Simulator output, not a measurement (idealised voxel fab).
process module | voxel self aligned contacts
cross-section cut | 205 nm wide | cells 5 nm
A cross-section is a grid of square cells, given in bands from the top down. A band is one or more rows of cells.
Each band's line starts with the height of the band's top and of its bottom, in nm. Then come its materials from left to right, each with its width in nm. One material with "throughout" fills the band from edge to edge. "air" is empty space.
Height 0 is the level under which the wafer as received is all one material. The lowest band goes on downwards, as in "0 down".
A width such as "30 to 40" changes by the same amount from each row of cells to the next, from the band's top row to its bottom row.
"no change" after a step means that no cell of the cross-section changed.
closed voids: empty space of 8 cells or more with no open way to the top, each as width x height at its distance from the left edge, in nm
after a step's settings: what the simulator itself notes on the step
overlay nm, on a step with a mask: how far to the right of its planned place the mask lay; to the left if negative
plan
1 op RECEIVE | material Si
2 op OXIDIZE | depth nm 5
3 op DIRECTIONAL_DEP | material polySi | thk nm 30
4 op DIRECTIONAL_DEP | material SiN | thk nm 20
5 op MASKED_ETCH | tone cover | mask id GATE | width nm 25 | pitch nm 50 | etch materials SiN | depth nm 20 | overlay nm 0
6 op MASKED_ETCH | tone cover | mask id GATE | width nm 25 | pitch nm 50 | etch materials polySi | depth nm 30 | overlay nm 0
7 op CONFORMAL_DEP | material SiN | thk nm 5
8 op DIRECTIONAL_ETCH | etch materials SiN | depth nm 5
9 op FILL_DEP | material SiO2 | thk nm 10
10 op CMP | height nm 55
11 op DIRECTIONAL_DEP | material aC | thk nm 10
12 op PATTERN | tone open | mask id CONTACT | material resist | width nm 35 | thk nm 25 | overlay nm 0
13 op DIRECTIONAL_ETCH | etch materials aC | depth nm 10
14 op STRIP | etch materials resist
15 op DIRECTIONAL_ETCH | etch materials SiO2 | depth nm 60
16 op STRIP | etch materials aC
17 op CONFORMAL_DEP | material TiN | thk nm 5
18 op FILL_DEP | material W | thk nm 10
19 op CMP | height nm 55
20 op CONFORMAL_DEP | material SiCN | thk nm 5
first wafer, as planned
as received, after step 1
  0 down: Si throughout
  closed voids: none
after step 2
  0 to -5: SiO2 throughout
  below -5: unchanged
after step 3
  30 to 0: polySi throughout
  below 0: unchanged
after step 4
  50 to 30: SiN throughout
  below 30: unchanged
after step 5
  50 to 30: air 65 | SiN 25 | air 25 | SiN 25 | air 65
  below 30: unchanged
after step 6
  50 to 30: air 65 | SiN 25 | air 25 | SiN 25 | air 65
  30 to 0: air 65 | polySi 25 | air 25 | polySi 25 | air 65
  below 0: unchanged
after step 7
  55 to 30: air 60 | SiN 35 | air 15 | SiN 35 | air 60
  30 to 5: air 60 | SiN 5 | polySi 25 | SiN 5 | air 15 | SiN 5 | polySi 25 | SiN 5 | air 60
  5 to 0: SiN 65 | polySi 25 | SiN 25 | polySi 25 | SiN 65
  below 0: unchanged
after step 8
  50 to 30: air 60 | SiN 35 | air 15 | SiN 35 | air 60
  30 to 0: air 60 | SiN 5 | polySi 25 | SiN 5 | air 15 | SiN 5 | polySi 25 | SiN 5 | air 60
  below 0: unchanged
after step 9
  60 to 50: SiO2 throughout
  50 to 30: SiO2 60 | SiN 35 | SiO2 15 | SiN 35 | SiO2 60
  30 to 0: SiO2 60 | SiN 5 | polySi 25 | SiN 5 | SiO2 15 | SiN 5 | polySi 25 | SiN 5 | SiO2 60
  below 0: unchanged
after step 10
  55 to 50: SiO2 throughout
  below 50: unchanged
after step 11
  65 to 55: aC throughout
  below 55: unchanged
after step 12
  90 to 65: resist 85 | air 35 | resist 85
  below 65: unchanged
after step 13
  80 to 65: resist 85 | air 35 | resist 85
  65 to 55: aC 85 | air 35 | aC 85
  below 55: unchanged
after step 14
  65 to 55: aC 85 | air 35 | aC 85
  below 55: unchanged
after step 15
  65 to 55: aC 85 | air 35 | aC 85
  55 to 50: SiO2 85 | air 35 | SiO2 85
  50 to 30: SiO2 60 | SiN 35 | air 15 | SiN 35 | SiO2 60
  30 to 0: SiO2 60 | SiN 5 | polySi 25 | SiN 5 | air 15 | SiN 5 | polySi 25 | SiN 5 | SiO2 60
  0 to -5: SiO2 95 | air 15 | SiO2 95
  below -5: unchanged
after step 16
  55 to 50: SiO2 85 | air 35 | SiO2 85
  below 50: unchanged
after step 17
  60 to 55: TiN 90 | air 25 | TiN 90
  55 to 50: SiO2 85 | TiN 15 | air 5 | TiN 15 | SiO2 85
  50 to 30: SiO2 60 | SiN 35 | TiN 5 | air 5 | TiN 5 | SiN 35 | SiO2 60
  30 to 0: SiO2 60 | SiN 5 | polySi 25 | SiN 5 | TiN 5 | air 5 | TiN 5 | SiN 5 | polySi 25 | SiN 5 | SiO2 60
  0 to -5: SiO2 95 | TiN 15 | SiO2 95
  below -5: unchanged
after step 18
  70 to 60: W throughout
  60 to 55: TiN 90 | W 25 | TiN 90
  55 to 50: SiO2 85 | TiN 15 | W 5 | TiN 15 | SiO2 85
  50 to 30: SiO2 60 | SiN 35 | TiN 5 | W 5 | TiN 5 | SiN 35 | SiO2 60
  30 to 0: SiO2 60 | SiN 5 | polySi 25 | SiN 5 | TiN 5 | W 5 | TiN 5 | SiN 5 | polySi 25 | SiN 5 | SiO2 60
  below 0: unchanged
after step 19
  55 to 50: SiO2 85 | TiN 15 | W 5 | TiN 15 | SiO2 85
  below 50: unchanged
after step 20
  60 to 55: SiCN throughout
  below 55: unchanged
second wafer: like start, like plan, one mistake. Through step 4 it matches the first wafer
when step 5 should have ended
  50 to 30: air 65 | SiN 30 | air 20 | SiN 30 | air 60
  below 30: unchanged
when step 6 should have ended
  50 to 30: air 65 | SiN 30 | air 20 | SiN 30 | air 60
  30 to 0: air 65 | polySi 30 | air 20 | polySi 30 | air 60
  below 0: unchanged
when step 7 should have ended
  55 to 30: air 60 | SiN 40 | air 10 | SiN 40 | air 55
  30 to 5: air 60 | SiN 5 | polySi 30 | SiN 5 | air 10 | SiN 5 | polySi 30 | SiN 5 | air 55
  5 to 0: SiN 65 | polySi 30 | SiN 20 | polySi 30 | SiN 60
  below 0: unchanged
when step 8 should have ended
  50 to 30: air 60 | SiN 40 | air 10 | SiN 40 | air 55
  30 to 0: air 60 | SiN 5 | polySi 30 | SiN 5 | air 10 | SiN 5 | polySi 30 | SiN 5 | air 55
  below 0: unchanged
when step 9 should have ended
  60 to 50: SiO2 throughout
  50 to 30: SiO2 60 | SiN 40 | SiO2 10 | SiN 40 | SiO2 55
  30 to 0: SiO2 60 | SiN 5 | polySi 30 | SiN 5 | SiO2 10 | SiN 5 | polySi 30 | SiN 5 | SiO2 55
  below 0: unchanged
when step 10 should have ended
  55 to 50: SiO2 throughout
  below 50: unchanged
when step 11 should have ended
  65 to 55: aC throughout
  below 55: unchanged
when step 12 should have ended
  90 to 65: resist 85 | air 35 | resist 85
  below 65: unchanged
when step 13 should have ended
  80 to 65: resist 85 | air 35 | resist 85
  65 to 55: aC 85 | air 35 | aC 85
  below 55: unchanged
when step 14 should have ended
  65 to 55: aC 85 | air 35 | aC 85
  below 55: unchanged
when step 15 should have ended
  65 to 55: aC 85 | air 35 | aC 85
  55 to 50: SiO2 85 | air 35 | SiO2 85
  50 to 30: SiO2 60 | SiN 40 | air 10 | SiN 40 | SiO2 55
  30 to 0: SiO2 60 | SiN 5 | polySi 30 | SiN 5 | air 10 | SiN 5 | polySi 30 | SiN 5 | SiO2 55
  0 to -5: SiO2 100 | air 10 | SiO2 95
  below -5: unchanged
when step 16 should have ended
  55 to 50: SiO2 85 | air 35 | SiO2 85
  below 50: unchanged
when step 17 should have ended
  60 to 55: TiN 90 | air 25 | TiN 90
  55 to 50: SiO2 85 | TiN 35 | SiO2 85
  50 to 30: SiO2 60 | SiN 40 | TiN 10 | SiN 40 | SiO2 55
  30 to 0: SiO2 60 | SiN 5 | polySi 30 | SiN 5 | TiN 10 | SiN 5 | polySi 30 | SiN 5 | SiO2 55
  0 to -5: SiO2 100 | TiN 10 | SiO2 95
  below -5: unchanged
when step 18 should have ended
  70 to 60: W throughout
  60 to 55: TiN 90 | W 25 | TiN 90
  below 55: unchanged
when step 19 should have ended
  55 to 50: SiO2 85 | TiN 35 | SiO2 85
  below 50: unchanged
when step 20 should have ended
  60 to 55: SiCN throughout
  below 55: unchanged
what went wrong: step 5 ran as: op MASKED_ETCH | tone cover | mask id GATE | width nm 30 | pitch nm 50 | etch materials SiN | depth nm 20 | overlay nm 0
at the end the second wafer has, in cells: 8 more of SiN | 9 fewer of SiO2 | 11 fewer of W | 12 more of polySi
